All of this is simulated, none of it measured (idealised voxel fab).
process module | voxel wiring stack
cross-section cut | 265 nm wide | cells 5 nm
A cross-section is a grid of square cells, given in bands from the top down. A band is one or more rows of cells.
Each band's line starts with the height of the band's top and of its bottom, in nm. Then come its materials from left to right, each with its width in nm. One material with "throughout" fills the band from edge to edge. "air" is empty space.
Height 0 is the level under which the wafer as received is all one material. The lowest band goes on downwards, as in "0 down".
A width such as "30 to 40" changes by the same amount from each row of cells to the next, from the band's top row to its bottom row.
"no change" after a step means that no cell of the cross-section changed.
closed voids: empty space of 8 cells or more with no open way to the top, each as width x height at its distance from the left edge, in nm
after a step's settings: what the simulator itself notes on the step
overlay nm, on a step with a mask: how far to the right of its planned place the mask lay; to the left if negative
plan
1 op RECEIVE | material Si
2 op CONFORMAL_DEP | material SiO2 | thk nm 10
3 op CONFORMAL_DEP | material SiCN | thk nm 5
4 op DIRECTIONAL_DEP | material SiO2 | thk nm 20
5 op DIRECTIONAL_DEP | material aC | thk nm 15
6 op PATTERN | tone open | mask id METAL_1 | material resist | width nm 30 | pitch nm 60 | thk nm 35 | overlay nm 0
7 op DIRECTIONAL_ETCH | etch materials aC | depth nm 15
8 op STRIP | etch materials resist
9 op DIRECTIONAL_ETCH | etch materials SiO2 | depth nm 20
10 op DIRECTIONAL_ETCH | etch materials SiCN | depth nm 5
11 op STRIP | etch materials aC
12 op CONFORMAL_DEP | material TiN | thk nm 5
13 op FILL_DEP | material W | thk nm 5
14 op CMP | height nm 35
15 op EPI | material Ru | thk nm 5
16 op FILL_DEP | material SiCN | thk nm 5
17 op DIRECTIONAL_DEP | material SiO2 | thk nm 10
18 op PATTERN | tone open | mask id PLUG_1 | material resist | width nm 15 | pitch nm 60 | thk nm 15 | overlay nm 0
19 op DIRECTIONAL_ETCH | etch materials SiO2 | depth nm 10
20 op DIRECTIONAL_ETCH | etch materials SiCN | depth nm 5
21 op STRIP | etch materials resist
22 op EPI | material Ru | thk nm 10
23 op EPI | material Ru | thk nm 5
24 op DIRECTIONAL_DEP | material TiN | thk nm 5
25 op DIRECTIONAL_DEP | material W | thk nm 15
26 op DIRECTIONAL_DEP | material aC | thk nm 15
27 op PATTERN | tone cover | mask id METAL_2 | material resist | width nm 30 | pitch nm 60 | thk nm 30 | overlay nm 0
28 op DIRECTIONAL_ETCH | etch materials aC | depth nm 15
29 op STRIP | etch materials resist
30 op DIRECTIONAL_ETCH | etch materials W | depth nm 15
31 op DIRECTIONAL_ETCH | etch materials TiN | depth nm 5
32 op STRIP | etch materials aC
33 op CONFORMAL_DEP | material SiN | thk nm 5
34 op FILL_DEP | material lowk | thk nm 5
35 op CMP | height nm 75
36 op CONFORMAL_DEP | material SiCN | thk nm 5
as received, after step 1
  0 down: Si throughout
  closed voids: none
a wafer at the end: this start, this plan, one mistake
  80 to 75: SiCN throughout
  75 to 70: lowk 50 | SiN 40 | lowk 20 | SiN 40 | lowk 20 | SiN 40 | lowk 55
  70 to 60: lowk 50 | SiN 5 | W 30 | SiN 5 | lowk 20 | SiN 5 | W 30 | SiN 5 | lowk 20 | SiN 5 | W 30 | SiN 5 | lowk 55
  60 to 55: SiN 55 | W 30 | SiN 30 | W 30 | SiN 30 | W 30 | SiN 60
  55 to 45: SiO2 55 | Ru 15 | SiO2 45 | Ru 15 | SiO2 45 | Ru 15 | SiO2 75
  45 to 35: SiCN 55 to 50 | Ru 15 to 40 | SiCN 45 to 20 | Ru 15 to 40 | SiCN 45 to 20 | Ru 15 to 40 | SiCN 75 to 55
  35 to 15: SiO2 55 | TiN 5 | W 20 | TiN 5 | SiO2 30 | TiN 5 | W 20 | TiN 5 | SiO2 30 | TiN 5 | W 20 | TiN 5 | SiO2 60
  15 to 10: SiCN 55 | TiN 30 | SiCN 30 | TiN 30 | SiCN 30 | TiN 30 | SiCN 60
  10 to 0: SiO2 throughout
  0 down: Si throughout
  closed voids: none
what went wrong: step 24 was left out
